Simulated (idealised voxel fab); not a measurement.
Process module under the name voxel transistor to metal
We display cut, a cross-section 190 nm in width whose square cells are each 5 nm.
Notation: cross-section as square-cell grid; stated in bands, top first, going down; one or more cell rows per band.
A band entry consists of two parts. The first gives the height of the band's top and the height of its bottom, in nm. The rest lists the band's materials from left to right, each with its width in nm. A single material labelled with the word "throughout" fills the band from edge to edge, and the word "empty" marks empty space.
The reference from which all heights are counted is 0, the level beneath which the as-received wafer is entirely one material; the lowest band, having no lower bound, proceeds downward and is written after the example "0 down".
Graded width ("30..40"): value in top row of band = first number; value in bottom row = second number; row-to-row change constant.
What does "nothing changed" mean for a step? It means no cell of the cross-section changed in that step.
Closed empty spaces (no open way to the top) of 8 cells or more are what "Enclosed void list" lists, each as width x height at distance from the left edge, nm for all three.
Anything after a step's settings on that line? It's the simulator's own note about the step.
"overlay nm", when on a step's line for a step with a mask, measures how far to the right of its planned place the mask lay; a negative measure means to the left.
From here on the document is pairs. In a pair, the cross-section before one process step comes with the cross-section after it, and the latter goes no deeper than the lowest band that changed. What lies in between, the step and its settings, is written under the pair. A pair may be from a different run of this module on the same starting wafer than the pair above it, so it continues from that pair only where its entry headed "Status quo ante" says so.
**Status quo ante**
  5 to 0  SiO2 throughout
  0 to -35  45 SiO2 / 115 Si / 30 SiO2
  -35 down  Si throughout
  Enclosed void list: none
**Structure After Step**
  0 to -35  45 SiO2 / 115 Si / 30 SiO2
  Beneath the level -35, the cross-section is identical to its previous state.
  Enclosed void list: none
In between the before and after cross-sections above, the step is SELECTIVE_ETCH, etch materials SiO2, depth nm 5
Status quo ante: see preceding pair, after cross-section.
**Structure After Step**
  0 to -5  SiO2 throughout
  Beneath the level -5, the cross-section is identical to its previous state.
  Enclosed void list: none
In between the before and after cross-sections above, the step is OXIDIZE, depth nm 5
Status quo ante: see preceding pair, after cross-section.
**Structure After Step**
  25 to 0  polySi throughout
  Beneath the level 0, the cross-section is identical to its previous state.
  Enclosed void list: none
In between the before and after cross-sections above, the step is DIRECTIONAL_DEP, material polySi, thk nm 25
Status quo ante: see preceding pair, after cross-section.
**Structure After Step**
  35 to 25  SiCN throughout
  Beneath the level 25, the cross-section is identical to its previous state.
  Enclosed void list: none
In between the before and after cross-sections above, the step is DIRECTIONAL_DEP, material SiCN, thk nm 10
Status quo ante: see preceding pair, after cross-section.
**Structure After Step**
  35 to 25  80 empty / 25 SiCN / 85 empty
  Beneath the level 25, the cross-section is identical to its previous state.
  Enclosed void list: none
In between the before and after cross-sections above, the step is MASKED_ETCH, tone cover, mask id GATE, width nm 25, etch materials SiCN, depth nm 20, overlay nm 0
Status quo ante: see preceding pair, after cross-section.
**Structure After Step**
  35 to 25  80 empty / 25 SiCN / 85 empty
  25 to 0  80 empty / 25 polySi / 85 empty
  Beneath the level 0, the cross-section is identical to its previous state.
  Enclosed void list: none
In between the before and after cross-sections above, the step is MASKED_ETCH, tone cover, mask id GATE, width nm 25, etch materials polySi, depth nm 35, overlay nm 0
Status quo ante: see preceding pair, after cross-section.
**Structure After Step**
  45 to 35  70 empty / 45 SiN / 75 empty
  35 to 25  70 empty / 10 SiN / 25 SiCN / 10 SiN / 75 empty
  25 to 10  70 empty / 10 SiN / 25 polySi / 10 SiN / 75 empty
  10 to 0  80 SiN / 25 polySi / 85 SiN
  Beneath the level 0, the cross-section is identical to its previous state.
  Enclosed void list: none
In between the before and after cross-sections above, the step is CONFORMAL_DEP, material SiN, thk nm 10
Status quo ante: see preceding pair, after cross-section.
**Structure After Step**
  35 to 25  70 empty / 10 SiN / 25 SiCN / 10 SiN / 75 empty
  25 to 0  70 empty / 10 SiN / 25 polySi / 10 SiN / 75 empty
  Beneath the level 0, the cross-section is identical to its previous state.
  Enclosed void list: none
In between the before and after cross-sections above, the step is DIRECTIONAL_ETCH, etch materials SiN, depth nm 10
Status quo ante: see preceding pair, after cross-section.
**Structure After Step**
  35 to 25  70 empty / 10 SiN / 25 SiCN / 10 SiN / 75 empty
  25 to 0  70 empty / 10 SiN / 25 polySi / 10 SiN / 75 empty
  0 to -5  70 empty / 45 SiO2 / 75 empty
  Beneath the level -5, the cross-section is identical to its previous state.
  Enclosed void list: none
In between the before and after cross-sections above, the step is DIRECTIONAL_ETCH, etch materials SiO2, depth nm 5
Status quo ante: see preceding pair, after cross-section.
**Structure After Step**
  35 to 25  70 empty / 10 SiN / 25 SiCN / 10 SiN / 75 empty
  25 to 0  70 empty / 10 SiN / 25 polySi / 10 SiN / 75 empty
  0 to -5  40 empty / 30 nSi / 45 SiO2 / 50 nSi / 25 empty
  Beneath the level -5, the cross-section is identical to its previous state.
  Enclosed void list: none
In between the before and after cross-sections above, the step is EPI, material nSi, thk nm 5
Status quo ante: see preceding pair, after cross-section.
**Structure After Step**
  45 to 35  SiO2 throughout
  35 to 25  70 SiO2 / 10 SiN / 25 SiCN / 10 SiN / 75 SiO2
  25 to 0  70 SiO2 / 10 SiN / 25 polySi / 10 SiN / 75 SiO2
  0 to -5  40 SiO2 / 30 nSi / 45 SiO2 / 50 nSi / 25 SiO2
  Beneath the level -5, the cross-section is identical to its previous state.
  Enclosed void list: none
In between the before and after cross-sections above, the step is FILL_DEP, material SiO2, thk nm 10
Status quo ante: see preceding pair, after cross-section.
**Structure After Step**
  25 to 0  70 SiO2 / 10 SiN / 25 polySi / 10 SiN / 75 SiO2
  Beneath the level 0, the cross-section is identical to its previous state.
  Enclosed void list: none
In between the before and after cross-sections above, the step is CMP, height nm 25
Status quo ante: see preceding pair, after cross-section.
**Structure After Step**
  25 to 0  70 SiO2 / 10 SiN / 25 empty / 10 SiN / 75 SiO2
  Beneath the level 0, the cross-section is identical to its previous state.
  Enclosed void list: none
In between the before and after cross-sections above, the step is STRIP, etch materials polySi
Status quo ante: see preceding pair, after cross-section.
**Structure After Step**
  25 to 20  70 empty / 10 SiN / 25 empty / 10 SiN / 75 empty
  20 to 0  70 SiO2 / 10 SiN / 25 empty / 10 SiN / 75 SiO2
  0 to -5  40 SiO2 / 30 nSi / 5 SiO2 / 35 empty / 5 SiO2 / 50 nSi / 25 SiO2
  Beneath the level -5, the cross-section is identical to its previous state.
  Enclosed void list: none
In between the before and after cross-sections above, the step is SELECTIVE_ETCH, etch materials SiO2, depth nm 5
Status quo ante: see preceding pair, after cross-section.
**Structure After Step**
  30 to 25  65 empty / 20 HfO2 / 15 empty / 20 HfO2 / 70 empty
  25 to 20  70 HfO2 / 10 SiN / 5 HfO2 / 15 empty / 5 HfO2 / 10 SiN / 75 HfO2
  20 to 0  70 SiO2 / 10 SiN / 5 HfO2 / 15 empty / 5 HfO2 / 10 SiN / 75 SiO2
  0 to -5  40 SiO2 / 30 nSi / 5 SiO2 / 35 HfO2 / 5 SiO2 / 50 nSi / 25 SiO2
  Beneath the level -5, the cross-section is identical to its previous state.
  Enclosed void list: none
In between the before and after cross-sections above, the step is CONFORMAL_DEP, material HfO2, thk nm 5
Status quo ante: see preceding pair, after cross-section.
**Structure After Step**
  35 to 30  60 empty / 30 TiN / 5 empty / 30 TiN / 65 empty
  30 to 25  65 TiN / 20 HfO2 / 5 TiN / 5 empty / 5 TiN / 20 HfO2 / 70 TiN
  25 to 20  70 HfO2 / 10 SiN / 5 HfO2 / 5 TiN / 5 empty / 5 TiN / 5 HfO2 / 10 SiN / 75 HfO2
  20 to 5  70 SiO2 / 10 SiN / 5 HfO2 / 5 TiN / 5 empty / 5 TiN / 5 HfO2 / 10 SiN / 75 SiO2
  5 to 0  70 SiO2 / 10 SiN / 5 HfO2 / 15 TiN / 5 HfO2 / 10 SiN / 75 SiO2
  Beneath the level 0, the cross-section is identical to its previous state.
  Enclosed void list: none
In between the before and after cross-sections above, the step is CONFORMAL_DEP, material TiN, thk nm 5
Status quo ante: see preceding pair, after cross-section.
**Structure After Step**
  40 to 35  W throughout
  35 to 30  60 W / 30 TiN / 5 W / 30 TiN / 65 W
  30 to 25  65 TiN / 20 HfO2 / 5 TiN / 5 W / 5 TiN / 20 HfO2 / 70 TiN
  25 to 20  70 HfO2 / 10 SiN / 5 HfO2 / 5 TiN / 5 W / 5 TiN / 5 HfO2 / 10 SiN / 75 HfO2
  20 to 5  70 SiO2 / 10 SiN / 5 HfO2 / 5 TiN / 5 W / 5 TiN / 5 HfO2 / 10 SiN / 75 SiO2
  Beneath the level 5, the cross-section is identical to its previous state.
  Enclosed void list: none
In between the before and after cross-sections above, the step is FILL_DEP, material W, thk nm 5
Status quo ante: see preceding pair, after cross-section.
**Structure After Step**
  20 to 5  70 SiO2 / 10 SiN / 5 HfO2 / 5 TiN / 5 W / 5 TiN / 5 HfO2 / 10 SiN / 75 SiO2
  Beneath the level 5, the cross-section is identical to its previous state.
  Enclosed void list: none
In between the before and after cross-sections above, the step is CMP, height nm 20
Status quo ante: see preceding pair, after cross-section.
**Structure After Step**
  30 to 20  SiO2 throughout
  Beneath the level 20, the cross-section is identical to its previous state.
  Enclosed void list: none
In between the before and after cross-sections above, the step is DIRECTIONAL_DEP, material SiO2, thk nm 10
Status quo ante: see preceding pair, after cross-section.
**Structure After Step**
  50 to 30  45 resist / 20 empty / 55 resist / 20 empty / 50 resist
  Beneath the level 30, the cross-section is identical to its previous state.
  Enclosed void list: none
In between the before and after cross-sections above, the step is PATTERN, tone open, mask id CONTACT, material resist, width nm 20, pitch nm 75, thk nm 20, overlay nm 0
Status quo ante: see preceding pair, after cross-section.
**Structure After Step**
  50 to 30  45 resist / 20 empty / 55 resist / 20 empty / 50 resist
  30 to 20  45 SiO2 / 20 empty / 55 SiO2 / 20 empty / 50 SiO2
  20 to 5  45 SiO2 / 20 empty / 5 SiO2 / 10 SiN / 5 HfO2 / 5 TiN / 5 W / 5 TiN / 5 HfO2 / 10 SiN / 5 SiO2 / 20 empty / 50 SiO2
  5 to 0  45 SiO2 / 20 empty / 5 SiO2 / 10 SiN / 5 HfO2 / 15 TiN / 5 HfO2 / 10 SiN / 5 SiO2 / 20 empty / 50 SiO2
  Beneath the level 0, the cross-section is identical to its previous state.
  Enclosed void list: none
In between the before and after cross-sections above, the step is DIRECTIONAL_ETCH, etch materials SiO2, depth nm 30
Status quo ante: see preceding pair, after cross-section.
**Structure After Step**
  30 to 20  45 SiO2 / 20 empty / 55 SiO2 / 20 empty / 50 SiO2
  Beneath the level 20, the cross-section is identical to its previous state.
  Enclosed void list: none
In between the before and after cross-sections above, the step is STRIP, etch materials resist
Status quo ante: see preceding pair, after cross-section.
**Structure After Step**
  35 to 30  50 TiN / 10 empty / 65 TiN / 10 empty / 55 TiN
  30 to 20  45 SiO2 / 5 TiN / 10 empty / 5 TiN / 55 SiO2 / 5 TiN / 10 empty / 5 TiN / 50 SiO2
  20 to 5  45 SiO2 / 5 TiN / 10 empty / 5 TiN / 5 SiO2 / 10 SiN / 5 HfO2 / 5 TiN / 5 W / 5 TiN / 5 HfO2 / 10 SiN / 5 SiO2 / 5 TiN / 10 empty / 5 TiN / 50 SiO2
  5 to 0  45 SiO2 / 20 TiN / 5 SiO2 / 10 SiN / 5 HfO2 / 15 TiN / 5 HfO2 / 10 SiN / 5 SiO2 / 20 TiN / 50 SiO2
  Beneath the level 0, the cross-section is identical to its previous state.
  Enclosed void list: none
In between the before and after cross-sections above, the step is CONFORMAL_DEP, material TiN, thk nm 5
Status quo ante: see preceding pair, after cross-section.
**Structure After Step**
  45 to 35  W throughout
  35 to 30  50 TiN / 10 W / 65 TiN / 10 W / 55 TiN
  30 to 20  45 SiO2 / 5 TiN / 10 W / 5 TiN / 55 SiO2 / 5 TiN / 10 W / 5 TiN / 50 SiO2
  20 to 5  45 SiO2 / 5 TiN / 10 W / 5 TiN / 5 SiO2 / 10 SiN / 5 HfO2 / 5 TiN / 5 W / 5 TiN / 5 HfO2 / 10 SiN / 5 SiO2 / 5 TiN / 10 W / 5 TiN / 50 SiO2
  Beneath the level 5, the cross-section is identical to its previous state.
  Enclosed void list: none
In between the before and after cross-sections above, the step is FILL_DEP, material W, thk nm 10
Status quo ante: see preceding pair, after cross-section.
**Structure After Step**
  30 to 20  45 SiO2 / 5 TiN / 10 W / 5 TiN / 55 SiO2 / 5 TiN / 10 W / 5 TiN / 50 SiO2
  Beneath the level 20, the cross-section is identical to its previous state.
  Enclosed void list: none
In between the before and after cross-sections above, the step is CMP, height nm 30
Status quo ante: see preceding pair, after cross-section.
**Structure After Step**
  35 to 30  TiN throughout
  Beneath the level 30, the cross-section is identical to its previous state.
  Enclosed void list: none
In between the before and after cross-sections above, the step is DIRECTIONAL_DEP, material TiN, thk nm 5
Status quo ante: see preceding pair, after cross-section.
**Structure After Step**
  50 to 35  Ru throughout
  Beneath the level 35, the cross-section is identical to its previous state.
  Enclosed void list: none
In between the before and after cross-sections above, the step is DIRECTIONAL_DEP, material Ru, thk nm 15
Status quo ante: see preceding pair, after cross-section.
**Structure After Step**
  65 to 50  45 empty / 20 resist / 55 empty / 20 resist / 50 empty
  Beneath the level 50, the cross-section is identical to its previous state.
  Enclosed void list: none
In between the before and after cross-sections above, the step is PATTERN, tone cover, mask id METAL_1, material resist, width nm 20, pitch nm 75, thk nm 15, overlay nm 0
Status quo ante: see preceding pair, after cross-section.
**Structure After Step**
  65 to 50  45 empty / 20 resist / 55 empty / 20 resist / 50 empty
  50 to 35  45 empty / 20 Ru / 55 empty / 20 Ru / 50 empty
  Beneath the level 35, the cross-section is identical to its previous state.
  Enclosed void list: none
In between the before and after cross-sections above, the step is DIRECTIONAL_ETCH, etch materials Ru, depth nm 15
Status quo ante: see preceding pair, after cross-section.
**Structure After Step**
  65 to 50  45 empty / 20 resist / 55 empty / 20 resist / 50 empty
  50 to 35  45 empty / 20 Ru / 55 empty / 20 Ru / 50 empty
  35 to 30  45 empty / 20 TiN / 55 empty / 20 TiN / 50 empty
  Beneath the level 30, the cross-section is identical to its previous state.
  Enclosed void list: none
In between the before and after cross-sections above, the step is DIRECTIONAL_ETCH, etch materials TiN, depth nm 5
Status quo ante: see preceding pair, after cross-section.
**Structure After Step**
  50 to 35  45 empty / 20 Ru / 55 empty / 20 Ru / 50 empty
  Beneath the level 35, the cross-section is identical to its previous state.
  Enclosed void list: none
In between the before and after cross-sections above, the step is STRIP, etch materials resist
Status quo ante: see preceding pair, after cross-section.
**Structure After Step**
  55 to 50  40 empty / 30 SiN / 45 empty / 30 SiN / 45 empty
  50 to 35  40 empty / 5 SiN / 20 Ru / 5 SiN / 45 empty / 5 SiN / 20 Ru / 5 SiN / 45 empty
  35 to 30  45 SiN / 20 TiN / 55 SiN / 20 TiN / 50 SiN
  Beneath the level 30, the cross-section is identical to its previous state.
  Enclosed void list: none
In between the before and after cross-sections above, the step is CONFORMAL_DEP, material SiN, thk nm 5
Status quo ante: see preceding pair, after cross-section.
**Structure After Step**
  60 to 55  lowk throughout
  55 to 50  40 lowk / 30 SiN / 45 lowk / 30 SiN / 45 lowk
  50 to 35  40 lowk / 5 SiN / 20 Ru / 5 SiN / 45 lowk / 5 SiN / 20 Ru / 5 SiN / 45 lowk
  Beneath the level 35, the cross-section is identical to its previous state.
  Enclosed void list: none
In between the before and after cross-sections above, the step is FILL_DEP, material lowk, thk nm 5
Status quo ante: see preceding pair, after cross-section.
**Structure After Step**
  50 to 35  40 lowk / 5 SiN / 20 Ru / 5 SiN / 45 lowk / 5 SiN / 20 Ru / 5 SiN / 45 lowk
  Beneath the level 35, the cross-section is identical to its previous state.
  Enclosed void list: none
In between the before and after cross-sections above, the step is CMP, height nm 50
Status quo ante: see preceding pair, after cross-section.
**Structure After Step**
  55 to 50  SiN throughout
  Beneath the level 50, the cross-section is identical to its previous state.
  Enclosed void list: none
In between the before and after cross-sections above, the step is CONFORMAL_DEP, material SiN, thk nm 5
**Status quo ante**
  50 to 35  45 empty / 20 Ru / 55 empty / 20 Ru / 50 empty
  35 to 30  45 empty / 20 TiN / 55 empty / 20 TiN / 50 empty
  30 to 20  45 SiO2 / 5 TiN / 10 W / 5 TiN / 55 SiO2 / 5 TiN / 10 W / 5 TiN / 50 SiO2
  20 to 5  45 SiO2 / 5 TiN / 10 W / 5 TiN / 5 SiO2 / 10 SiN / 5 HfO2 / 5 TiN / 5 W / 5 TiN / 5 HfO2 / 10 SiN / 5 SiO2 / 5 TiN / 10 W / 5 TiN / 50 SiO2
  5 to 0  45 SiO2 / 20 TiN / 5 SiO2 / 10 SiN / 5 HfO2 / 15 TiN / 5 HfO2 / 10 SiN / 5 SiO2 / 20 TiN / 50 SiO2
  0 to -5  30 SiO2 / 40 nSi / 5 SiO2 / 35 HfO2 / 5 SiO2 / 40 nSi / 35 SiO2
  -5 to -35  35 SiO2 / 115 Si / 40 SiO2
  -35 down  Si throughout
  Enclosed void list: none
**Structure After Step**
  55 to 50  40 empty / 30 W / 45 empty / 30 W / 45 empty
  50 to 35  40 empty / 5 W / 20 Ru / 5 W / 45 empty / 5 W / 20 Ru / 5 W / 45 empty
  35 to 30  45 W / 20 TiN / 55 W / 20 TiN / 50 W
  Beneath the level 30, the cross-section is identical to its previous state.
  Enclosed void list: none
In between the before and after cross-sections above, the step is CONFORMAL_DEP, material W, thk nm 5
Status quo ante: see preceding pair, after cross-section.
**Structure After Step**
  60 to 55  lowk throughout
  55 to 50  40 lowk / 30 W / 45 lowk / 30 W / 45 lowk
  50 to 35  40 lowk / 5 W / 20 Ru / 5 W / 45 lowk / 5 W / 20 Ru / 5 W / 45 lowk
  Beneath the level 35, the cross-section is identical to its previous state.
  Enclosed void list: none
In between the before and after cross-sections above, the step is FILL_DEP, material lowk, thk nm 5
Status quo ante: see preceding pair, after cross-section.
**Structure After Step**
  50 to 35  40 lowk / 5 W / 20 Ru / 5 W / 45 lowk / 5 W / 20 Ru / 5 W / 45 lowk
  Beneath the level 35, the cross-section is identical to its previous state.
  Enclosed void list: none
In between the before and after cross-sections above, the step is CMP, height nm 50
Status quo ante: see preceding pair, after cross-section.
**Structure After Step**
  55 to 50  SiN throughout
  Beneath the level 50, the cross-section is identical to its previous state.
  Enclosed void list: none
In between the before and after cross-sections above, the step is CONFORMAL_DEP, material SiN, thk nm 5
**Status quo ante**
  50 to 35  Ru throughout
  35 to 30  TiN throughout
  30 to 20  45 SiO2 / 5 TiN / 10 W / 5 TiN / 55 SiO2 / 5 TiN / 10 W / 5 TiN / 50 SiO2
  20 to 5  45 SiO2 / 5 TiN / 10 W / 5 TiN / 5 SiO2 / 10 SiN / 5 HfO2 / 5 TiN / 5 W / 5 TiN / 5 HfO2 / 10 SiN / 5 SiO2 / 5 TiN / 10 W / 5 TiN / 50 SiO2
  5 to 0  45 SiO2 / 20 TiN / 5 SiO2 / 10 SiN / 5 HfO2 / 15 TiN / 5 HfO2 / 10 SiN / 5 SiO2 / 20 TiN / 50 SiO2
  0 to -5  30 SiO2 / 40 nSi / 5 SiO2 / 35 HfO2 / 5 SiO2 / 40 nSi / 35 SiO2
  -5 to -35  35 SiO2 / 115 Si / 40 SiO2
  -35 down  Si throughout
  Enclosed void list: none
**Structure After Step**
  65 to 50  45 resist / 20 empty / 55 resist / 20 empty / 50 resist
  Beneath the level 50, the cross-section is identical to its previous state.
  Enclosed void list: none
In between the before and after cross-sections above, the step is PATTERN, tone open, mask id METAL_1, material resist, width nm 20, pitch nm 75, thk nm 15, overlay nm 0
Status quo ante: see preceding pair, after cross-section.
**Structure After Step**
  65 to 50  45 resist / 20 empty / 55 resist / 20 empty / 50 resist
  50 to 35  45 Ru / 20 empty / 55 Ru / 20 empty / 50 Ru
  Beneath the level 35, the cross-section is identical to its previous state.
  Enclosed void list: none
In between the before and after cross-sections above, the step is DIRECTIONAL_ETCH, etch materials Ru, depth nm 15
Status quo ante: see preceding pair, after cross-section.
**Structure After Step**
  65 to 50  45 resist / 20 empty / 55 resist / 20 empty / 50 resist
  50 to 35  45 Ru / 20 empty / 55 Ru / 20 empty / 50 Ru
  35 to 30  45 TiN / 20 empty / 55 TiN / 20 empty / 50 TiN
  Beneath the level 30, the cross-section is identical to its previous state.
  Enclosed void list: none
In between the before and after cross-sections above, the step is DIRECTIONAL_ETCH, etch materials TiN, depth nm 5
Status quo ante: see preceding pair, after cross-section.
**Structure After Step**
  50 to 35  45 Ru / 20 empty / 55 Ru / 20 empty / 50 Ru
  Beneath the level 35, the cross-section is identical to its previous state.
  Enclosed void list: none
In between the before and after cross-sections above, the step is STRIP, etch materials resist
Status quo ante: see preceding pair, after cross-section.
**Structure After Step**
  55 to 50  50 SiN / 10 empty / 65 SiN / 10 empty / 55 SiN
  50 to 35  45 Ru / 5 SiN / 10 empty / 5 SiN / 55 Ru / 5 SiN / 10 empty / 5 SiN / 50 Ru
  35 to 30  45 TiN / 20 SiN / 55 TiN / 20 SiN / 50 TiN
  Beneath the level 30, the cross-section is identical to its previous state.
  Enclosed void list: none
In between the before and after cross-sections above, the step is CONFORMAL_DEP, material SiN, thk nm 5
Status quo ante: see preceding pair, after cross-section.
**Structure After Step**
  60 to 55  lowk throughout
  55 to 50  50 SiN / 10 lowk / 65 SiN / 10 lowk / 55 SiN
  50 to 35  45 Ru / 5 SiN / 10 lowk / 5 SiN / 55 Ru / 5 SiN / 10 lowk / 5 SiN / 50 Ru
  Beneath the level 35, the cross-section is identical to its previous state.
  Enclosed void list: none
In between the before and after cross-sections above, the step is FILL_DEP, material lowk, thk nm 5
Status quo ante: see preceding pair, after cross-section.
**Structure After Step**
  50 to 35  45 Ru / 5 SiN / 10 lowk / 5 SiN / 55 Ru / 5 SiN / 10 lowk / 5 SiN / 50 Ru
  Beneath the level 35, the cross-section is identical to its previous state.
  Enclosed void list: none
In between the before and after cross-sections above, the step is CMP, height nm 50
Status quo ante: see preceding pair, after cross-section.
**Structure After Step**
  55 to 50  SiN throughout
  Beneath the level 50, the cross-section is identical to its previous state.
  Enclosed void list: none
In between the before and after cross-sections above, the step is CONFORMAL_DEP, material SiN, thk nm 5
